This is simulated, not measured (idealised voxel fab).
Process module in this document: voxel self aligned contacts
Xsec cut, 220 nm wide, square cell size 5 nm.
Bands, listed from the top down, are how a cross-section gets written in this document; the cross-section itself is a grid of square cells, and a band is one or more rows of them. It is stipulated that each band's entry specify, in nanometres, the height of the top of the band and then that of its bottom, followed by the materials of the band in left-to-right sequence, each together with its width in nanometres. A single material marked by the word "full width" is understood to fill the band from edge to edge; the word "air" is understood to denote empty space. Below 0: as-received wafer, all one material; heights counted from there. Lowest band: no bottom, goes on down, written "0 -> down". Per-row width for "30->40": begins at first number (top row of band), ends at second number (bottom row), increment between rows held constant. What does "stayed the same" mean for a step? It means no cell of the cross-section changed in that step. For the entry "Voids lacking openings", the listed items are empty spaces with no open way to the top whose size is 8 cells or more; each item follows the pattern width x height at distance, where distance is from the left edge and all three are in nm. On a step's line, text after the settings is the simulator commenting on that step. "overlay nm" answers the question of how far to the right of plan the mask lay on a step that has a mask, and when it is negative the answer is to the left.

[These are the steps we planned for the process]
1. RECEIVE (material Si)
2. OXIDIZE (depth nm 5)
3. DIRECTIONAL_DEP (material polySi; thk nm 20)
4. DIRECTIONAL_DEP (material SiN; thk nm 15)
5. PATTERN (tone cover; mask id GATE; material resist; width nm 25; pitch nm 50; thk nm 15; overlay nm 0)
6. DIRECTIONAL_ETCH (etch materials SiN; depth nm 15)
7. DIRECTIONAL_ETCH (etch materials polySi; depth nm 20)
8. STRIP (etch materials resist)
9. CONFORMAL_DEP (material SiN; thk nm 5)
10. DIRECTIONAL_ETCH (etch materials SiN; depth nm 5)
11. FILL_DEP (material SiO2; thk nm 10)
12. CMP (height nm 40)
13. PATTERN (tone open; mask id CONTACT; material resist; width nm 35; pitch nm 50; thk nm 15; overlay nm 0)
14. DIRECTIONAL_ETCH (etch materials SiO2; depth nm 45)
15. STRIP (etch materials resist)
16. CONFORMAL_DEP (material TiN; thk nm 5)
17. FILL_DEP (material Ru; thk nm 10)
18. CMP (height nm 40)
19. CONFORMAL_DEP (material SiCN; thk nm 5)

[What follows covers the first of two wafers; it ran as planned]

[Incoming wafer, cross-sectional view, post step 1]
  0 -> down | Si full width
  Voids lacking openings: none

[Wafer section view after processing step 2]
  0 -> -5 | SiO2 full width
  Below -5 it's all the same as before, nothing changed down there.

[Wafer section view after processing step 3]
  20 -> 0 | polySi full width
  Below 0 it's all the same as before, nothing changed down there.

[Wafer section view after processing step 4]
  35 -> 20 | SiN full width
  Below 20 it's all the same as before, nothing changed down there.

[Wafer section view after processing step 5]
  50 -> 35 | air: 45 | resist: 25 | air: 25 | resist: 25 | air: 25 | resist: 25 | air: 50
  Below 35 it's all the same as before, nothing changed down there.

[Wafer section view after processing step 6]
  50 -> 35 | air: 45 | resist: 25 | air: 25 | resist: 25 | air: 25 | resist: 25 | air: 50
  35 -> 20 | air: 45 | SiN: 25 | air: 25 | SiN: 25 | air: 25 | SiN: 25 | air: 50
  Below 20 it's all the same as before, nothing changed down there.

[Wafer section view after processing step 7]
  50 -> 35 | air: 45 | resist: 25 | air: 25 | resist: 25 | air: 25 | resist: 25 | air: 50
  35 -> 20 | air: 45 | SiN: 25 | air: 25 | SiN: 25 | air: 25 | SiN: 25 | air: 50
  20 -> 0 | air: 45 | polySi: 25 | air: 25 | polySi: 25 | air: 25 | polySi: 25 | air: 50
  Below 0 it's all the same as before, nothing changed down there.

[Wafer section view after processing step 8]
  35 -> 20 | air: 45 | SiN: 25 | air: 25 | SiN: 25 | air: 25 | SiN: 25 | air: 50
  Below 20 it's all the same as before, nothing changed down there.

[Wafer section view after processing step 9]
  40 -> 20 | air: 40 | SiN: 35 | air: 15 | SiN: 35 | air: 15 | SiN: 35 | air: 45
  20 -> 5 | air: 40 | SiN: 5 | polySi: 25 | SiN: 5 | air: 15 | SiN: 5 | polySi: 25 | SiN: 5 | air: 15 | SiN: 5 | polySi: 25 | SiN: 5 | air: 45
  5 -> 0 | SiN: 45 | polySi: 25 | SiN: 25 | polySi: 25 | SiN: 25 | polySi: 25 | SiN: 50
  Below 0 it's all the same as before, nothing changed down there.

[Wafer section view after processing step 10]
  35 -> 20 | air: 40 | SiN: 35 | air: 15 | SiN: 35 | air: 15 | SiN: 35 | air: 45
  20 -> 0 | air: 40 | SiN: 5 | polySi: 25 | SiN: 5 | air: 15 | SiN: 5 | polySi: 25 | SiN: 5 | air: 15 | SiN: 5 | polySi: 25 | SiN: 5 | air: 45
  Below 0 it's all the same as before, nothing changed down there.

[Wafer section view after processing step 11]
  45 -> 35 | SiO2 full width
  35 -> 20 | SiO2: 40 | SiN: 35 | SiO2: 15 | SiN: 35 | SiO2: 15 | SiN: 35 | SiO2: 45
  20 -> 0 | SiO2: 40 | SiN: 5 | polySi: 25 | SiN: 5 | SiO2: 15 | SiN: 5 | polySi: 25 | SiN: 5 | SiO2: 15 | SiN: 5 | polySi: 25 | SiN: 5 | SiO2: 45
  Below 0 it's all the same as before, nothing changed down there.

[Wafer section view after processing step 12]
  40 -> 35 | SiO2 full width
  Below 35 it's all the same as before, nothing changed down there.

[Wafer section view after processing step 13]
  55 -> 40 | resist: 65 | air: 35 | resist: 15 | air: 35 | resist: 70
  Below 40 it's all the same as before, nothing changed down there.

[Wafer section view after processing step 14]
  55 -> 40 | resist: 65 | air: 35 | resist: 15 | air: 35 | resist: 70
  40 -> 35 | SiO2: 65 | air: 35 | SiO2: 15 | air: 35 | SiO2: 70
  35 -> 20 | SiO2: 40 | SiN: 35 | air: 15 | SiN: 35 | air: 15 | SiN: 35 | SiO2: 45
  20 -> 0 | SiO2: 40 | SiN: 5 | polySi: 25 | SiN: 5 | air: 15 | SiN: 5 | polySi: 25 | SiN: 5 | air: 15 | SiN: 5 | polySi: 25 | SiN: 5 | SiO2: 45
  0 -> -5 | SiO2: 75 | air: 15 | SiO2: 35 | air: 15 | SiO2: 80
  Below -5 it's all the same as before, nothing changed down there.

[Wafer section view after processing step 15]
  40 -> 35 | SiO2: 65 | air: 35 | SiO2: 15 | air: 35 | SiO2: 70
  Below 35 it's all the same as before, nothing changed down there.

[Wafer section view after processing step 16]
  45 -> 40 | TiN: 70 | air: 25 | TiN: 25 | air: 25 | TiN: 75
  40 -> 35 | SiO2: 65 | TiN: 15 | air: 5 | TiN: 15 | SiO2: 15 | TiN: 15 | air: 5 | TiN: 15 | SiO2: 70
  35 -> 20 | SiO2: 40 | SiN: 35 | TiN: 5 | air: 5 | TiN: 5 | SiN: 35 | TiN: 5 | air: 5 | TiN: 5 | SiN: 35 | SiO2: 45
  20 -> 0 | SiO2: 40 | SiN: 5 | polySi: 25 | SiN: 5 | TiN: 5 | air: 5 | TiN: 5 | SiN: 5 | polySi: 25 | SiN: 5 | TiN: 5 | air: 5 | TiN: 5 | SiN: 5 | polySi: 25 | SiN: 5 | SiO2: 45
  0 -> -5 | SiO2: 75 | TiN: 15 | SiO2: 35 | TiN: 15 | SiO2: 80
  Below -5 it's all the same as before, nothing changed down there.

[Wafer section view after processing step 17]
  55 -> 45 | Ru full width
  45 -> 40 | TiN: 70 | Ru: 25 | TiN: 25 | Ru: 25 | TiN: 75
  40 -> 35 | SiO2: 65 | TiN: 15 | Ru: 5 | TiN: 15 | SiO2: 15 | TiN: 15 | Ru: 5 | TiN: 15 | SiO2: 70
  35 -> 20 | SiO2: 40 | SiN: 35 | TiN: 5 | Ru: 5 | TiN: 5 | SiN: 35 | TiN: 5 | Ru: 5 | TiN: 5 | SiN: 35 | SiO2: 45
  20 -> 0 | SiO2: 40 | SiN: 5 | polySi: 25 | SiN: 5 | TiN: 5 | Ru: 5 | TiN: 5 | SiN: 5 | polySi: 25 | SiN: 5 | TiN: 5 | Ru: 5 | TiN: 5 | SiN: 5 | polySi: 25 | SiN: 5 | SiO2: 45
  Below 0 it's all the same as before, nothing changed down there.

[Wafer section view after processing step 18]
  40 -> 35 | SiO2: 65 | TiN: 15 | Ru: 5 | TiN: 15 | SiO2: 15 | TiN: 15 | Ru: 5 | TiN: 15 | SiO2: 70
  Below 35 it's all the same as before, nothing changed down there.

[Wafer section view after processing step 19]
  45 -> 40 | SiCN full width
  Below 40 it's all the same as before, nothing changed down there.

[It is to be noted that the second wafer proceeded from the same initial state and according to the same plan as the first, although one mistake was committed in its execution; through step 18, inclusive, the two wafers share an identical history]

[X-section, second wafer, when step 19 was due to finish]
  45 -> 40 | polySi full width
  Below 40 it's all the same as before, nothing changed down there.
Error vs. plan: off-plan run, step 19, actual operation and settings CONFORMAL_DEP (material polySi; thk nm 5)
FYI, end of process, the second wafer has more or fewer cells of some materials than the first: SiCN -44 | polySi +44
